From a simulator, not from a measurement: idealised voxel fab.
This is a process module. Its name is voxel transistor to metal.
Xsec cut, 170 nm wide, square cell size 5 nm.
For the purposes of this document, a cross-section shall be understood as a grid of square cells, specified as bands listed in top-to-bottom order, each band consisting of one or more rows of cells. The band entry comprises the height of the band's top followed by the height of its bottom, expressed in nm, and subsequently the band's materials from left to right, each stated together with its width in nm. Where a single material is marked with the word "throughout", that material fills the band from edge to edge. The word "air" represents empty space. Heights are measured from 0, the level below which the as-received wafer is all one material; the lowest band has no bottom and continues downward, written as in "z 0 and below". The width entry "30..40" should be interpreted row by row: the top row of cells in the band takes the first number, the bottom row takes the second number, and the change between adjacent rows is uniform throughout. Step marked "identical to before"? Then no cell in the cross-section changed in it. This entry, "Sealed-off cavities", enumerates those empty regions of no fewer than 8 cells that possess no open connection to the top. Each region is reported in the form width x height at distance, the distance being taken from the left edge, with all three quantities expressed in nm. Anything after a step's settings on that line? It's the simulator's own note about the step. The setting "overlay nm" may be written on the line of a step. When the step uses a mask, the value reports how far to the right of the planned place the mask lay, and a negative value reports that it lay to the left.

## So here's the lineup of process steps we planned
1,RECEIVE | material Si
2,OXIDIZE | depth nm 5
3,CONFORMAL_DEP | material SiN | thk nm 10
4,DIRECTIONAL_DEP | material aC | thk nm 10
5,PATTERN | tone cover | mask id ACTIVE | material resist | width nm 105 | thk nm 25 | overlay nm 0
6,DIRECTIONAL_ETCH | etch materials aC | depth nm 10
7,STRIP | etch materials resist
8,DIRECTIONAL_ETCH | etch materials SiN | depth nm 10
9,DIRECTIONAL_ETCH | etch materials SiO2 | depth nm 5
10,DIRECTIONAL_ETCH | etch materials Si | depth nm 30
11,STRIP | etch materials aC
12,FILL_DEP | material SiO2 | thk nm 10
13,CMP | height nm 10
14,SELECTIVE_ETCH | etch materials SiO2 | depth nm 10
15,STRIP | etch materials SiN
16,SELECTIVE_ETCH | etch materials SiO2 | depth nm 5
17,OXIDIZE | depth nm 5
18,DIRECTIONAL_DEP | material polySi | thk nm 30
19,DIRECTIONAL_DEP | material SiCN | thk nm 15
20,DIRECTIONAL_DEP | material aC | thk nm 10
21,PATTERN | tone cover | mask id GATE | material resist | width nm 25 | thk nm 25 | overlay nm 0
22,DIRECTIONAL_ETCH | etch materials aC | depth nm 10
23,STRIP | etch materials resist
24,DIRECTIONAL_ETCH | etch materials SiCN | depth nm 25
25,DIRECTIONAL_ETCH | etch materials polySi | depth nm 40
26,STRIP | etch materials aC
27,CONFORMAL_DEP | material SiN | thk nm 10
28,DIRECTIONAL_ETCH | etch materials SiN | depth nm 10
29,DIRECTIONAL_ETCH | etch materials SiO2 | depth nm 5
30,DIRECTIONAL_ETCH | etch materials Si | depth nm 5
31,EPI | material nSi | thk nm 5
32,FILL_DEP | material SiO2 | thk nm 5
33,CMP | height nm 25
34,STRIP | etch materials polySi
35,SELECTIVE_ETCH | etch materials SiO2 | depth nm 5
36,CONFORMAL_DEP | material HfO2 | thk nm 5
37,CONFORMAL_DEP | material TiN | thk nm 5
38,FILL_DEP | material W | thk nm 5
39,CMP | height nm 20
40,DIRECTIONAL_DEP | material SiO2 | thk nm 10
41,MASKED_ETCH | tone open | mask id CONTACT | width nm 20 | pitch nm 75 | etch materials SiO2 | depth nm 40 | overlay nm 0
42,CONFORMAL_DEP | material TiN | thk nm 5
43,FILL_DEP | material Ru | thk nm 10
44,CMP | height nm 30
45,CONFORMAL_DEP | material SiCN | thk nm 5
46,DIRECTIONAL_DEP | material SiO2 | thk nm 25
47,DIRECTIONAL_DEP | material aC | thk nm 10
48,PATTERN | tone open | mask id METAL_1 | material resist | width nm 20 | pitch nm 75 | thk nm 30 | overlay nm 0
49,DIRECTIONAL_ETCH | etch materials aC | depth nm 10
50,STRIP | etch materials resist
51,DIRECTIONAL_ETCH | etch materials SiO2 | depth nm 25
52,DIRECTIONAL_ETCH | etch materials SiCN | depth nm 5
53,STRIP | etch materials aC
54,CONFORMAL_DEP | material TiN | thk nm 5
55,FILL_DEP | material Cu | thk nm 5
56,CMP | height nm 60
57,CONFORMAL_DEP | material SiN | thk nm 5

## Incoming wafer, cross-sectional view, post step 1
* z 0 and below: Si throughout
* Sealed-off cavities: none

## End-of-module XS, first of two wafers, run as planned
* z 65 to 60: SiN throughout
* z 60 to 35: SiO2 (35), then TiN (5), then Cu (10), then TiN (5), then SiO2 (55), then TiN (5), then Cu (10), then TiN (5), then SiO2 (40)
* z 35 to 30: SiCN (35), then TiN (20), then SiCN (55), then TiN (20), then SiCN (40)
* z 30 to 20: SiO2 (35), then TiN (5), then Ru (10), then TiN (5), then SiO2 (55), then TiN (5), then Ru (10), then TiN (5), then SiO2 (40)
* z 20 to 0: SiO2 (35), then TiN (5), then Ru (10), then TiN (5), then SiO2 (5), then SiN (10), then HfO2 (5), then TiN (5), then W (5), then TiN (5), then HfO2 (5), then SiN (10), then SiO2 (5), then TiN (5), then Ru (10), then TiN (5), then SiO2 (40)
* z 0 to -5: SiO2 (35), then TiN (5), then Ru (10), then TiN (5), then SiO2 (5), then SiN (10), then HfO2 (5), then TiN (15), then HfO2 (5), then SiN (10), then SiO2 (5), then TiN (5), then Ru (10), then TiN (5), then SiO2 (40)
* z -5 to -10: SiO2 (35), then TiN (20), then nSi (5), then SiO2 (5), then HfO2 (35), then SiO2 (5), then nSi (5), then TiN (20), then SiO2 (40)
* z -10 to -15: SiO2 (30), then nSi (30), then Si (45), then nSi (30), then SiO2 (35)
* z -15 to -35: SiO2 (30), then Si (105), then SiO2 (35)
* z -35 and below: Si throughout
* Sealed-off cavities: none

## Wafer two, sectioned after the module: the first wafer's start, the first wafer's plan, and one mistake in how it was run
* z 65 to 60: SiN throughout
* z 60 to 35: SiO2 (35), then TiN (5), then Cu (10), then TiN (5), then SiO2 (55), then TiN (5), then Cu (10), then TiN (5), then SiO2 (40)
* z 35 to 30: SiCN (35), then TiN (20), then SiCN (55), then TiN (20), then SiCN (40)
* z 30 to 20: SiO2 (35), then TiN (5), then Ru (10), then TiN (5), then SiO2 (55), then TiN (5), then Ru (10), then TiN (5), then SiO2 (40)
* z 20 to 0: SiO2 (35), then TiN (5), then Ru (10), then TiN (5), then SiO2 (5), then SiN (10), then HfO2 (5), then TiN (5), then W (5), then TiN (5), then HfO2 (5), then SiN (10), then SiO2 (5), then TiN (5), then Ru (10), then TiN (5), then SiO2 (40)
* z 0 to -5: SiO2 (35), then TiN (5), then Ru (10), then TiN (5), then SiO2 (5), then SiN (10), then HfO2 (5), then TiN (15), then HfO2 (5), then SiN (10), then SiO2 (5), then TiN (5), then Ru (10), then TiN (5), then SiO2 (40)
* z -5 to -10: SiO2 (35), then TiN (20), then nSi (5), then SiO2 (5), then HfO2 (35), then SiO2 (5), then nSi (5), then TiN (20), then SiO2 (40)
* z -10 to -15: SiO2 (30), then nSi (30), then Si (45), then nSi (30), then SiO2 (35)
* z -15 to -45: SiO2 (30), then Si (105), then SiO2 (35)
* z -45 and below: Si throughout
* Sealed-off cavities: none
Misprocessing identified: step 10 changed vs plan, executed as DIRECTIONAL_ETCH | etch materials Si | depth nm 40
Upon completion, the second wafer contains, in terms of cells, a greater or smaller amount of certain materials than the first wafer: -26 Si | +26 SiO2
